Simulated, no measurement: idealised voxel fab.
process module | voxel self aligned vias
cross-section cut | 220 nm wide | cells 5 nm
A cross-section is a grid of square cells, given in bands from the top down. A band is one or more rows of cells.
Each band's line starts with the height of the band's top and of its bottom, in nm. Then come its materials from left to right, each with its width in nm. One material with "throughout" fills the band from edge to edge. "air" is empty space.
Height 0 is the level under which the wafer as received is all one material. The lowest band goes on downwards, as in "0 down".
A width such as "30 to 40" changes by the same amount from each row of cells to the next, from the band's top row to its bottom row.
"no change" after a step means that no cell of the cross-section changed.
closed voids: empty space of 8 cells or more with no open way to the top, each as width x height at its distance from the left edge, in nm
after a step's settings: what the simulator itself notes on the step
overlay nm, on a step with a mask: how far to the right of its planned place the mask lay; to the left if negative
plan
1 op RECEIVE | material Si
2 op CONFORMAL_DEP | material SiO2 | thk nm 10
3 op CONFORMAL_DEP | material SiCN | thk nm 5
4 op DIRECTIONAL_DEP | material lowk | thk nm 20
5 op PATTERN | tone open | mask id LINES | material resist | width nm 25 | pitch nm 70 | thk nm 20 | overlay nm 0
6 op DIRECTIONAL_ETCH | etch materials lowk | depth nm 20
7 op STRIP | etch materials resist
8 op CONFORMAL_DEP | material TiN | thk nm 5
9 op FILL_DEP | material Ru | thk nm 5
10 op CMP | height nm 35
11 op SELECTIVE_ETCH | etch materials W Ru TiN | depth nm 10
12 op FILL_DEP | material SiN | thk nm 5
13 op CMP | height nm 35
14 op DIRECTIONAL_DEP | material lowk | thk nm 20
15 op DIRECTIONAL_DEP | material aC | thk nm 10
16 op PATTERN | tone open | mask id VIAS | material resist | width nm 45 | pitch nm 70 | thk nm 25 | overlay nm 0
17 op DIRECTIONAL_ETCH | etch materials aC | depth nm 10
18 op STRIP | etch materials resist
19 op DIRECTIONAL_ETCH | etch materials lowk | depth nm 20
20 op DIRECTIONAL_ETCH | etch materials SiN | depth nm 10
21 op STRIP | etch materials aC
22 op CONFORMAL_DEP | material TiN | thk nm 5
23 op FILL_DEP | material Ru | thk nm 10
24 op CMP | height nm 55
25 op CONFORMAL_DEP | material SiCN | thk nm 5
first wafer, as planned
as received, after step 1
  0 down: Si throughout
  closed voids: none
after step 2
  10 to 0: SiO2 throughout
  below 0: unchanged
after step 3
  15 to 10: SiCN throughout
  below 10: unchanged
after step 4
  35 to 15: lowk throughout
  below 15: unchanged
after step 5
  55 to 35: resist 60 | air 25 | resist 45 | air 25 | resist 65
  below 35: unchanged
after step 6
  55 to 35: resist 60 | air 25 | resist 45 | air 25 | resist 65
  35 to 15: lowk 60 | air 25 | lowk 45 | air 25 | lowk 65
  below 15: unchanged
after step 7
  35 to 15: lowk 60 | air 25 | lowk 45 | air 25 | lowk 65
  below 15: unchanged
after step 8
  40 to 35: TiN 65 | air 15 | TiN 55 | air 15 | TiN 70
  35 to 20: lowk 60 | TiN 5 | air 15 | TiN 5 | lowk 45 | TiN 5 | air 15 | TiN 5 | lowk 65
  20 to 15: lowk 60 | TiN 25 | lowk 45 | TiN 25 | lowk 65
  below 15: unchanged
after step 9
  45 to 40: Ru throughout
  40 to 35: TiN 65 | Ru 15 | TiN 55 | Ru 15 | TiN 70
  35 to 20: lowk 60 | TiN 5 | Ru 15 | TiN 5 | lowk 45 | TiN 5 | Ru 15 | TiN 5 | lowk 65
  below 20: unchanged
after step 10
  35 to 20: lowk 60 | TiN 5 | Ru 15 | TiN 5 | lowk 45 | TiN 5 | Ru 15 | TiN 5 | lowk 65
  below 20: unchanged
after step 11
  35 to 25: lowk 60 | air 25 | lowk 45 | air 25 | lowk 65
  below 25: unchanged
after step 12
  40 to 35: SiN throughout
  35 to 25: lowk 60 | SiN 25 | lowk 45 | SiN 25 | lowk 65
  below 25: unchanged
after step 13
  35 to 25: lowk 60 | SiN 25 | lowk 45 | SiN 25 | lowk 65
  below 25: unchanged
after step 14
  55 to 35: lowk throughout
  below 35: unchanged
after step 15
  65 to 55: aC throughout
  below 55: unchanged
after step 16
  90 to 65: resist 50 | air 45 | resist 25 | air 45 | resist 55
  below 65: unchanged
after step 17
  80 to 65: resist 50 | air 45 | resist 25 | air 45 | resist 55
  65 to 55: aC 50 | air 45 | aC 25 | air 45 | aC 55
  below 55: unchanged
after step 18
  65 to 55: aC 50 | air 45 | aC 25 | air 45 | aC 55
  below 55: unchanged
after step 19
  65 to 55: aC 50 | air 45 | aC 25 | air 45 | aC 55
  55 to 35: lowk 50 | air 45 | lowk 25 | air 45 | lowk 55
  below 35: unchanged
after step 20
  65 to 55: aC 50 | air 45 | aC 25 | air 45 | aC 55
  55 to 35: lowk 50 | air 45 | lowk 25 | air 45 | lowk 55
  35 to 25: lowk 60 | air 25 | lowk 45 | air 25 | lowk 65
  below 25: unchanged
after step 21
  55 to 35: lowk 50 | air 45 | lowk 25 | air 45 | lowk 55
  below 35: unchanged
after step 22
  60 to 55: TiN 55 | air 35 | TiN 35 | air 35 | TiN 60
  55 to 40: lowk 50 | TiN 5 | air 35 | TiN 5 | lowk 25 | TiN 5 | air 35 | TiN 5 | lowk 55
  40 to 30: lowk 50 to 60 | TiN 15 to 5 | air 15 | TiN 15 to 5 | lowk 25 to 45 | TiN 15 to 5 | air 15 | TiN 15 to 5 | lowk 55 to 65
  30 to 25: lowk 60 | TiN 25 | lowk 45 | TiN 25 | lowk 65
  below 25: unchanged
after step 23
  70 to 60: Ru throughout
  60 to 55: TiN 55 | Ru 35 | TiN 35 | Ru 35 | TiN 60
  55 to 40: lowk 50 | TiN 5 | Ru 35 | TiN 5 | lowk 25 | TiN 5 | Ru 35 | TiN 5 | lowk 55
  40 to 30: lowk 50 to 60 | TiN 15 to 5 | Ru 15 | TiN 15 to 5 | lowk 25 to 45 | TiN 15 to 5 | Ru 15 | TiN 15 to 5 | lowk 55 to 65
  below 30: unchanged
after step 24
  55 to 40: lowk 50 | TiN 5 | Ru 35 | TiN 5 | lowk 25 | TiN 5 | Ru 35 | TiN 5 | lowk 55
  below 40: unchanged
after step 25
  60 to 55: SiCN throughout
  below 55: unchanged
second wafer: like start, like plan, one mistake. Through step 1 it matches the first wafer
when step 2 should have ended
  10 to 0: W throughout
  below 0: unchanged
when step 3 should have ended
  15 to 10: SiCN throughout
  below 10: unchanged
when step 4 should have ended
  35 to 15: lowk throughout
  below 15: unchanged
when step 5 should have ended
  55 to 35: resist 60 | air 25 | resist 45 | air 25 | resist 65
  below 35: unchanged
when step 6 should have ended
  55 to 35: resist 60 | air 25 | resist 45 | air 25 | resist 65
  35 to 15: lowk 60 | air 25 | lowk 45 | air 25 | lowk 65
  below 15: unchanged
when step 7 should have ended
  35 to 15: lowk 60 | air 25 | lowk 45 | air 25 | lowk 65
  below 15: unchanged
when step 8 should have ended
  40 to 35: TiN 65 | air 15 | TiN 55 | air 15 | TiN 70
  35 to 20: lowk 60 | TiN 5 | air 15 | TiN 5 | lowk 45 | TiN 5 | air 15 | TiN 5 | lowk 65
  20 to 15: lowk 60 | TiN 25 | lowk 45 | TiN 25 | lowk 65
  below 15: unchanged
when step 9 should have ended
  45 to 40: Ru throughout
  40 to 35: TiN 65 | Ru 15 | TiN 55 | Ru 15 | TiN 70
  35 to 20: lowk 60 | TiN 5 | Ru 15 | TiN 5 | lowk 45 | TiN 5 | Ru 15 | TiN 5 | lowk 65
  below 20: unchanged
when step 10 should have ended
  35 to 20: lowk 60 | TiN 5 | Ru 15 | TiN 5 | lowk 45 | TiN 5 | Ru 15 | TiN 5 | lowk 65
  below 20: unchanged
when step 11 should have ended
  35 to 25: lowk 60 | air 25 | lowk 45 | air 25 | lowk 65
  below 25: unchanged
when step 12 should have ended
  40 to 35: SiN throughout
  35 to 25: lowk 60 | SiN 25 | lowk 45 | SiN 25 | lowk 65
  below 25: unchanged
when step 13 should have ended
  35 to 25: lowk 60 | SiN 25 | lowk 45 | SiN 25 | lowk 65
  below 25: unchanged
when step 14 should have ended
  55 to 35: lowk throughout
  below 35: unchanged
when step 15 should have ended
  65 to 55: aC throughout
  below 55: unchanged
when step 16 should have ended
  90 to 65: resist 50 | air 45 | resist 25 | air 45 | resist 55
  below 65: unchanged
when step 17 should have ended
  80 to 65: resist 50 | air 45 | resist 25 | air 45 | resist 55
  65 to 55: aC 50 | air 45 | aC 25 | air 45 | aC 55
  below 55: unchanged
when step 18 should have ended
  65 to 55: aC 50 | air 45 | aC 25 | air 45 | aC 55
  below 55: unchanged
when step 19 should have ended
  65 to 55: aC 50 | air 45 | aC 25 | air 45 | aC 55
  55 to 35: lowk 50 | air 45 | lowk 25 | air 45 | lowk 55
  below 35: unchanged
when step 20 should have ended
  65 to 55: aC 50 | air 45 | aC 25 | air 45 | aC 55
  55 to 35: lowk 50 | air 45 | lowk 25 | air 45 | lowk 55
  35 to 25: lowk 60 | air 25 | lowk 45 | air 25 | lowk 65
  below 25: unchanged
when step 21 should have ended
  55 to 35: lowk 50 | air 45 | lowk 25 | air 45 | lowk 55
  below 35: unchanged
when step 22 should have ended
  60 to 55: TiN 55 | air 35 | TiN 35 | air 35 | TiN 60
  55 to 40: lowk 50 | TiN 5 | air 35 | TiN 5 | lowk 25 | TiN 5 | air 35 | TiN 5 | lowk 55
  40 to 30: lowk 50 to 60 | TiN 15 to 5 | air 15 | TiN 15 to 5 | lowk 25 to 45 | TiN 15 to 5 | air 15 | TiN 15 to 5 | lowk 55 to 65
  30 to 25: lowk 60 | TiN 25 | lowk 45 | TiN 25 | lowk 65
  below 25: unchanged
when step 23 should have ended
  70 to 60: Ru throughout
  60 to 55: TiN 55 | Ru 35 | TiN 35 | Ru 35 | TiN 60
  55 to 40: lowk 50 | TiN 5 | Ru 35 | TiN 5 | lowk 25 | TiN 5 | Ru 35 | TiN 5 | lowk 55
  40 to 30: lowk 50 to 60 | TiN 15 to 5 | Ru 15 | TiN 15 to 5 | lowk 25 to 45 | TiN 15 to 5 | Ru 15 | TiN 15 to 5 | lowk 55 to 65
  below 30: unchanged
when step 24 should have ended
  55 to 40: lowk 50 | TiN 5 | Ru 35 | TiN 5 | lowk 25 | TiN 5 | Ru 35 | TiN 5 | lowk 55
  below 40: unchanged
when step 25 should have ended
  60 to 55: SiCN throughout
  below 55: unchanged
what went wrong: step 2 ran as: op CONFORMAL_DEP | material W | thk nm 10
at the end the second wafer has, in cells: 88 fewer of SiO2 | 88 more of W
